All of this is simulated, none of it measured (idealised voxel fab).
Proc. module: voxel tone inversion
Square cell edge 5 nm, section width 170 nm, ID cut.
Cross-section spec: square-cell grid; bands listed top down; each band is one or more rows.
Each band's line starts with the height of the band's top and of its bottom, in nm. Then come its materials from left to right, each with its width in nm. One material with "throughout" fills the band from edge to edge. "empty" is empty space.
The level at which height equals 0 is the one under which the wafer, as it arrives, is entirely one material. No lower edge exists for the bottom band, which continues downward and is notated as in "0 nm and below".
A two-number width, for instance "30..40", indicates that the width is equal to the first number in the top row of the band and to the second number in the bottom row, and that it changes by a constant amount per row of cells.
The designation "nothing different", where it is given for a processing step, indicates that no cell of the cross-section was altered in the course of that step.
Listed in "closed voids": every empty space of 8 or more cells without an open way to the top. Form: width x height at distance, the distance being from the left edge, all in nm.
Text after the settings on a step's line: the simulator's own remark on that step.
On any step carrying a mask, the "overlay nm" setting, if present on the step's line, tells how far right of its planned place the mask lay; negative values point to the left.
# Planned step list for the process
1. RECEIVE,material Si
2. CONFORMAL_DEP,material SiN,thk nm 10
3. DIRECTIONAL_DEP,material polySi,thk nm 20
4. PATTERN,tone cover,mask id POSTS,material resist,width nm 15,pitch nm 45,thk nm 25,overlay nm 0
5. DIRECTIONAL_ETCH,etch materials polySi,depth nm 20
6. STRIP,etch materials resist
7. FILL_DEP,material lowk,thk nm 10
8. CMP,height nm 30
9. STRIP,etch materials polySi
10. CONFORMAL_DEP,material TiN,thk nm 5
11. FILL_DEP,material Cu,thk nm 10
12. CMP,height nm 30
13. CONFORMAL_DEP,material SiCN,thk nm 5
# first wafer, as planned
# Cross-section of the wafer as it came to us, i.e., already through step 1
    0 nm and below  Si throughout
    closed voids: none
# Cross-section of the wafer subsequent to step 2
    10 nm to 0 nm  SiN throughout
    Everything below 0 is unchanged.
# Cross-section of the wafer subsequent to step 3
    30 nm to 10 nm  polySi throughout
    Everything below 10 is unchanged.
# Cross-section of the wafer subsequent to step 4
    55 nm to 30 nm  30 empty, 15 resist, 30 empty, 15 resist, 30 empty, 15 resist, 35 empty
    Everything below 30 is unchanged.
# Cross-section of the wafer subsequent to step 5
    55 nm to 30 nm  30 empty, 15 resist, 30 empty, 15 resist, 30 empty, 15 resist, 35 empty
    30 nm to 10 nm  30 empty, 15 polySi, 30 empty, 15 polySi, 30 empty, 15 polySi, 35 empty
    Everything below 10 is unchanged.
# Cross-section of the wafer subsequent to step 6
    30 nm to 10 nm  30 empty, 15 polySi, 30 empty, 15 polySi, 30 empty, 15 polySi, 35 empty
    Everything below 10 is unchanged.
# Cross-section of the wafer subsequent to step 7
    40 nm to 30 nm  lowk throughout
    30 nm to 10 nm  30 lowk, 15 polySi, 30 lowk, 15 polySi, 30 lowk, 15 polySi, 35 lowk
    Everything below 10 is unchanged.
# Cross-section of the wafer subsequent to step 8
    30 nm to 10 nm  30 lowk, 15 polySi, 30 lowk, 15 polySi, 30 lowk, 15 polySi, 35 lowk
    Everything below 10 is unchanged.
# Cross-section of the wafer subsequent to step 9
    30 nm to 10 nm  30 lowk, 15 empty, 30 lowk, 15 empty, 30 lowk, 15 empty, 35 lowk
    Everything below 10 is unchanged.
# Cross-section of the wafer subsequent to step 10
    35 nm to 30 nm  35 TiN, 5 empty, 40 TiN, 5 empty, 40 TiN, 5 empty, 40 TiN
    30 nm to 15 nm  30 lowk, 5 TiN, 5 empty, 5 TiN, 30 lowk, 5 TiN, 5 empty, 5 TiN, 30 lowk, 5 TiN, 5 empty, 5 TiN, 35 lowk
    15 nm to 10 nm  30 lowk, 15 TiN, 30 lowk, 15 TiN, 30 lowk, 15 TiN, 35 lowk
    Everything below 10 is unchanged.
# Cross-section of the wafer subsequent to step 11
    45 nm to 35 nm  Cu throughout
    35 nm to 30 nm  35 TiN, 5 Cu, 40 TiN, 5 Cu, 40 TiN, 5 Cu, 40 TiN
    30 nm to 15 nm  30 lowk, 5 TiN, 5 Cu, 5 TiN, 30 lowk, 5 TiN, 5 Cu, 5 TiN, 30 lowk, 5 TiN, 5 Cu, 5 TiN, 35 lowk
    Everything below 15 is unchanged.
# Cross-section of the wafer subsequent to step 12
    30 nm to 15 nm  30 lowk, 5 TiN, 5 Cu, 5 TiN, 30 lowk, 5 TiN, 5 Cu, 5 TiN, 30 lowk, 5 TiN, 5 Cu, 5 TiN, 35 lowk
    Everything below 15 is unchanged.
# Cross-section of the wafer subsequent to step 13
    35 nm to 30 nm  SiCN throughout
    Everything below 30 is unchanged.
# For the second wafer, take the first wafer's start and plan, then add one mistake made in running it; everything through step 1, that step included, is shared with the first
# The second wafer in cross-section, at the planned close of step 2
    20 nm to 0 nm  polySi throughout
    Everything below 0 is unchanged.
# The second wafer in cross-section, at the planned close of step 3
    30 nm to 20 nm  SiN throughout
    Everything below 20 is unchanged.
# The second wafer in cross-section, at the planned close of step 4
    55 nm to 30 nm  30 empty, 15 resist, 30 empty, 15 resist, 30 empty, 15 resist, 35 empty
    Everything below 30 is unchanged.
The second wafer in cross-section, at the planned close of step 5: nothing different
# The second wafer in cross-section, at the planned close of step 6
    30 nm to 20 nm  SiN throughout
    Everything below 20 is unchanged.
# The second wafer in cross-section, at the planned close of step 7
    40 nm to 30 nm  lowk throughout
    Everything below 30 is unchanged.
# The second wafer in cross-section, at the planned close of step 8
    30 nm to 20 nm  SiN throughout
    Everything below 20 is unchanged.
The second wafer in cross-section, at the planned close of step 9: nothing different
# The second wafer in cross-section, at the planned close of step 10
    35 nm to 30 nm  TiN throughout
    Everything below 30 is unchanged.
# The second wafer in cross-section, at the planned close of step 11
    45 nm to 35 nm  Cu throughout
    Everything below 35 is unchanged.
# The second wafer in cross-section, at the planned close of step 12
    30 nm to 20 nm  SiN throughout
    Everything below 20 is unchanged.
# The second wafer in cross-section, at the planned close of step 13
    35 nm to 30 nm  SiCN throughout
    Everything below 30 is unchanged.
Processing error: steps 2 and 3 were swapped
Materials where the second wafer ends with more or fewer cells than the first: 9 fewer of Cu, 27 fewer of TiN, 100 fewer of lowk, 136 more of polySi
